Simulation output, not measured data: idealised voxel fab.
A process module follows: voxel lift off.
Displayed cross-section: cut, width of 195 nm, square cells sized 5 nm.
Bands, listed from the top down, are how a cross-section gets written in this document; the cross-section itself is a grid of square cells, and a band is one or more rows of them. Basically the band line says how high the top is and how high the bottom is, in nm, and then what's in it from left to right, every material with its width in nm. Empty space shows up as "air", and if a single material carries "everywhere" it runs the full band edge to edge. Counting heights begins at 0, where everything beneath is, in the wafer as received, one material. The lowest band has no bottom; it goes on downwards, as "0 nm and below" shows. The width entry "30->40" should be interpreted row by row: the top row of cells in the band takes the first number, the bottom row takes the second number, and the change between adjacent rows is uniform throughout. The cross-section has no changed cell in any step marked "nothing changed". Empty spaces counting at least 8 cells and having no open way to the top are listed in "Fully closed voids". The notation width x height at distance is used for each, the distance being from the left edge and all three values in nm. Note: text after step settings on the step line = simulator remark on that step. overlay nm: for a step with a mask, the amount by which the mask lay right of where it was planned; a negative amount means left of it.

Below is the list of planned process steps:
1,RECEIVE | material Si
2,CONFORMAL_DEP | material Al2O3 | thk nm 15
3,PATTERN | tone open | mask id LINES | material resist | width nm 15 | pitch nm 45 | thk nm 30 | overlay nm 0
4,DIRECTIONAL_DEP | material Ru | thk nm 15
5,STRIP | etch materials resist
6,CONFORMAL_DEP | material SiN | thk nm 5
Don't read the plan's thk nm for step 6 as applying to every wafer: that's the first wafer's value, and the wafers differ in it, though they all start identical.

Incoming state of the first of several wafers in cross-section: after step 1:
0 nm and below  Si everywhere
Fully closed voids: none

Quick key for the table: a row per wafer, taken at the end of the module. For each material it tells you how many cells the wafer gained (+) or lost (-) since it came in, and the closed voids come after:
thk nm 5, +117 Al2O3, +36 Ru, +63 SiN, Fully closed voids: none
thk nm 10, +117 Al2O3, +36 Ru, +126 SiN, Fully closed voids: none
thk nm 15, +117 Al2O3, +36 Ru, +189 SiN, Fully closed voids: none
thk nm 20, +117 Al2O3, +36 Ru, +234 SiN, Fully closed voids: none
